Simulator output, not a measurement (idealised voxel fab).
process module | voxel ribs on slabs
cross-section cut | 235 nm wide | cells 5 nm
A cross-section is a grid of square cells, given in bands from the top down. A band is one or more rows of cells.
Each band's line starts with the height of the band's top and of its bottom, in nm. Then come its materials from left to right, each with its width in nm. One material with "throughout" fills the band from edge to edge. "air" is empty space.
Height 0 is the level under which the wafer as received is all one material. The lowest band goes on downwards, as in "0 down".
A width such as "30 to 40" changes by the same amount from each row of cells to the next, from the band's top row to its bottom row.
"no change" after a step means that no cell of the cross-section changed.
closed voids: empty space of 8 cells or more with no open way to the top, each as width x height at its distance from the left edge, in nm
after a step's settings: what the simulator itself notes on the step
overlay nm, on a step with a mask: how far to the right of its planned place the mask lay; to the left if negative
plan
1 op RECEIVE | material Si
2 op DIRECTIONAL_DEP | material SiO2 | thk nm 20
3 op DIRECTIONAL_DEP | material SiN | thk nm 25
4 op DIRECTIONAL_DEP | material aC | thk nm 15
5 op PATTERN | tone cover | mask id RIB | material resist | width nm 30 | thk nm 35 | overlay nm 0
6 op DIRECTIONAL_ETCH | etch materials aC | depth nm 15
7 op STRIP | etch materials resist
8 op DIRECTIONAL_ETCH | etch materials SiN | depth nm 5
9 op STRIP | etch materials aC
10 op MASKED_ETCH | tone cover | mask id SLAB | width nm 60 | etch materials SiN | depth nm 20 | overlay nm 0
11 op FILL_DEP | material SiO2 | thk nm 15
12 op CMP | height nm 55
13 op DIRECTIONAL_DEP | material TiN | thk nm 5
14 op PATTERN | tone cover | mask id HEATER | material resist | width nm 40 | thk nm 20 | overlay nm -15
15 op DIRECTIONAL_ETCH | etch materials TiN | depth nm 5
16 op STRIP | etch materials resist
17 op CONFORMAL_DEP | material SiN | thk nm 5
varied across the wafers: overlay nm of step 14. The plan shows the first wafer's value. All wafers start alike
first wafer as received, after step 1
  0 down: Si throughout
  closed voids: none
each wafer at the end: cells of each material gained (+) or lost (-) since it was received, then its closed voids
overlay nm -15 | +103 SiN | +463 SiO2 | +8 TiN | closed voids: none
overlay nm -10 | +103 SiN | +463 SiO2 | +8 TiN | closed voids: none
overlay nm -5 | +103 SiN | +463 SiO2 | +8 TiN | closed voids: none
overlay nm 0 | +103 SiN | +463 SiO2 | +8 TiN | closed voids: none
overlay nm 5 | +103 SiN | +463 SiO2 | +8 TiN | closed voids: none
overlay nm 10 | +103 SiN | +463 SiO2 | +8 TiN | closed voids: none
overlay nm 15 | +103 SiN | +463 SiO2 | +8 TiN | closed voids: none
